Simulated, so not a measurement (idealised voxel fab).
Name of the process module below: voxel fin reveal
In the cross-section labelled cut, the width is 175 nm and each square cell is 5 nm.
A cross-section in this document is a grid of square cells, and it is written down as bands, the top band listed before the ones below it; a band is made up of one or more rows of cells.
Heads up on the band format: heights come first, top then bottom, in nm. After that it's the materials left to right, each with its width in nm. A single material flagged "throughout" fills the whole band edge to edge, and "air" means there's empty space there.
Note: height 0 marks the level under which the wafer is uniformly one material as received. Lowest band unbounded below, written "top 0, no bottom".
Think of "30 to 40" as a width that walks from the first number to the second as you go down the band, top row to bottom row, taking equal-sized steps from row to row.
When a step is marked "no change occurred", none of the cells in the cross-section changed during that step.
Listed in "Sealed internal voids": every empty space of 8 or more cells without an open way to the top. Form: width x height at distance, the distance being from the left edge, all in nm.
after a step's settings: what the simulator itself notes on the step
overlay nm, on a step with a mask: how far to the right of its planned place the mask lay; to the left if negative

**The steps planned for the process are as follows**
1) RECEIVE with material Si
2) CONFORMAL_DEP with material SiN, thk nm 10
3) MASKED_ETCH with tone cover, mask id FINS, width nm 15, pitch nm 40, etch materials SiN, depth nm 10, overlay nm 0
4) MASKED_ETCH with tone cover, mask id FINS, width nm 15, pitch nm 40, etch materials Si, depth nm 40, overlay nm 0
5) FILL_DEP with material SiO2, thk nm 5
6) CMP with height nm 10
7) SELECTIVE_ETCH with etch materials SiO2, depth nm 25
8) STRIP with etch materials SiN
9) CONFORMAL_DEP with material HfO2, thk nm 5

**Wafer, first of two, run as planned**

**As-received wafer cross-section (after step 1)**
    top 0, no bottom: Si throughout
    Sealed internal voids: none

**Step 2 done - wafer cross-section**
    top 10, bottom 0: SiN throughout
    At heights below 0, the structure remains unaltered.

**Step 3 done - wafer cross-section**
    top 10, bottom 0: air (60) | SiN (15) | air (25) | SiN (15) | air (60)
    At heights below 0, the structure remains unaltered.

**Step 4 done - wafer cross-section**
    top 10, bottom 0: air (60) | SiN (15) | air (25) | SiN (15) | air (60)
    top 0, bottom -40: air (60) | Si (15) | air (25) | Si (15) | air (60)
    At heights below -40, the structure remains unaltered.

**Step 5 done - wafer cross-section**
    top 15, bottom 10: SiO2 throughout
    top 10, bottom 0: SiO2 (60) | SiN (15) | SiO2 (25) | SiN (15) | SiO2 (60)
    top 0, bottom -40: SiO2 (60) | Si (15) | SiO2 (25) | Si (15) | SiO2 (60)
    At heights below -40, the structure remains unaltered.

**Step 6 done - wafer cross-section**
    top 10, bottom 0: SiO2 (60) | SiN (15) | SiO2 (25) | SiN (15) | SiO2 (60)
    At heights below 0, the structure remains unaltered.

**Step 7 done - wafer cross-section**
    top 10, bottom 0: air (60) | SiN (15) | air (25) | SiN (15) | air (60)
    top 0, bottom -15: air (60) | Si (15) | air (25) | Si (15) | air (60)
    At heights below -15, the structure remains unaltered.

**Step 8 done - wafer cross-section**
    top 0, bottom -15: air (60) | Si (15) | air (25) | Si (15) | air (60)
    At heights below -15, the structure remains unaltered.

**Step 9 done - wafer cross-section**
    top 5, bottom 0: air (55) | HfO2 (25) | air (15) | HfO2 (25) | air (55)
    top 0, bottom -10: air (55) | HfO2 (5) | Si (15) | HfO2 (5) | air (15) | HfO2 (5) | Si (15) | HfO2 (5) | air (55)
    top -10, bottom -15: HfO2 (60) | Si (15) | HfO2 (25) | Si (15) | HfO2 (60)
    At heights below -15, the structure remains unaltered.

**Wafer two. Identical start, identical plan. One mistake in execution. Identical history through step 3**

**Cross-sectional representation of the second wafer at the time designated in the plan for the completion of step 4**
    top 10, bottom 0: air (60) | SiN (15) | air (25) | SiN (15) | air (60)
    top 0, bottom -50: air (60) | Si (15) | air (25) | Si (15) | air (60)
    At heights below -50, the structure remains unaltered.

**Cross-sectional representation of the second wafer at the time designated in the plan for the completion of step 5**
    top 15, bottom 10: SiO2 throughout
    top 10, bottom 0: SiO2 (60) | SiN (15) | SiO2 (25) | SiN (15) | SiO2 (60)
    top 0, bottom -50: SiO2 (60) | Si (15) | SiO2 (25) | Si (15) | SiO2 (60)
    At heights below -50, the structure remains unaltered.

**Cross-sectional representation of the second wafer at the time designated in the plan for the completion of step 6**
    top 10, bottom 0: SiO2 (60) | SiN (15) | SiO2 (25) | SiN (15) | SiO2 (60)
    At heights below 0, the structure remains unaltered.

**Cross-sectional representation of the second wafer at the time designated in the plan for the completion of step 7**
    top 10, bottom 0: air (60) | SiN (15) | air (25) | SiN (15) | air (60)
    top 0, bottom -15: air (60) | Si (15) | air (25) | Si (15) | air (60)
    At heights below -15, the structure remains unaltered.

**Cross-sectional representation of the second wafer at the time designated in the plan for the completion of step 8**
    top 0, bottom -15: air (60) | Si (15) | air (25) | Si (15) | air (60)
    At heights below -15, the structure remains unaltered.

**Cross-sectional representation of the second wafer at the time designated in the plan for the completion of step 9**
    top 5, bottom 0: air (55) | HfO2 (25) | air (15) | HfO2 (25) | air (55)
    top 0, bottom -10: air (55) | HfO2 (5) | Si (15) | HfO2 (5) | air (15) | HfO2 (5) | Si (15) | HfO2 (5) | air (55)
    top -10, bottom -15: HfO2 (60) | Si (15) | HfO2 (25) | Si (15) | HfO2 (60)
    At heights below -15, the structure remains unaltered.
So what did we get wrong on this run? so step 4 ended up running with a different setting than we planned, it ran as MASKED_ETCH with tone cover, mask id FINS, width nm 15, pitch nm 40, etch materials Si, depth nm 50, overlay nm 0
Wafer comparison, final, in cells, second relative to first, materials more or fewer: 58 fewer of Si, 58 more of SiO2
